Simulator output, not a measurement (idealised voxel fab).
Process module name: voxel self aligned vias
Square cells of 5 nm make up the cross-section cut, whose width is 195 nm.
Format of a cross-section: grid, square cells. Given as bands. Order: top down. Band: one or more rows of cells.
This entry defines a band. It first specifies the height of the band's top and the height of its bottom in nm, and then specifies the band's materials from left to right, stating each material with its width in nm. The word "full width" identifies a single material that fills the band from edge to edge, while the word "blank" identifies empty space.
Measure heights from 0. That's the level where, below it, the as-received wafer is all one material. The lowest band is bottomless and extends downward; write it as in "0 down".
You'd read "30->40" like this: the band's top row of cells is as wide as the first number, its bottom row is as wide as the second, and going down, every row changes width by the same amount as the row before did.
It should be understood that the words "everything unchanged", when stated for a given step, signify that the cross-section underwent no change in any of its cells during that step.
So "Closed void catalog" is basically the list of trapped voids: any empty space of 8 cells or more that can't reach the top through an opening. They're written width x height at distance, the distance being from the left edge, and it's all nm.
after a step's settings: what the simulator itself notes on the step
overlay nm: on a step with a mask, how far right of its planned place the mask lay; negative means left.

-- The process steps that were planned are listed below
step 1: RECEIVE: material Si
step 2: CONFORMAL_DEP: material SiO2, thk nm 10
step 3: CONFORMAL_DEP: material SiCN, thk nm 5
step 4: DIRECTIONAL_DEP: material SiO2, thk nm 20
step 5: MASKED_ETCH: tone open, mask id LINES, width nm 25, pitch nm 65, etch materials SiO2, depth nm 20, overlay nm 0
step 6: CONFORMAL_DEP: material TiN, thk nm 5
step 7: FILL_DEP: material Ru, thk nm 5
step 8: CMP: height nm 35
step 9: SELECTIVE_ETCH: etch materials W Ru TiN, depth nm 5
step 10: FILL_DEP: material SiN, thk nm 5
step 11: CMP: height nm 35
step 12: DIRECTIONAL_DEP: material SiO2, thk nm 15
step 13: DIRECTIONAL_DEP: material aC, thk nm 10
step 14: PATTERN: tone open, mask id VIAS, material resist, width nm 45, thk nm 25, overlay nm 0
step 15: DIRECTIONAL_ETCH: etch materials aC, depth nm 10
step 16: STRIP: etch materials resist
step 17: DIRECTIONAL_ETCH: etch materials SiO2, depth nm 15
step 18: DIRECTIONAL_ETCH: etch materials SiN, depth nm 5
step 19: STRIP: etch materials aC
step 20: CONFORMAL_DEP: material TiN, thk nm 5
step 21: FILL_DEP: material Cu, thk nm 10
step 22: CMP: height nm 50
step 23: CONFORMAL_DEP: material SiCN, thk nm 5

-- As-received wafer cross-section (after step 1)
  0 down | Si full width
  Closed void catalog: none

-- Post-module cross-section: identical start and plan to those above, one misstep in execution
  70 to 65 | SiCN full width
  65 to 55 | Cu full width
  55 to 50 | TiN 45; Cu 35; TiN 115
  50 to 40 | SiO2 40; TiN 5; Cu 35; TiN 5; SiO2 110
  40 to 35 | SiO2 40; TiN 15; Cu 15; TiN 15; SiO2 110
  35 to 30 | SiO2 50; TiN 25; SiO2 40; SiN 25; SiO2 55
  30 to 20 | SiO2 50; TiN 5; Ru 15; TiN 5; SiO2 40; TiN 5; Ru 15; TiN 5; SiO2 55
  20 to 15 | SiO2 50; TiN 25; SiO2 40; TiN 25; SiO2 55
  15 to 10 | SiCN full width
  10 to 0 | SiO2 full width
  0 down | Si full width
  Closed void catalog: none
Heads up, the wafer didn't run the way we planned it: plan step 22: skipped, not run
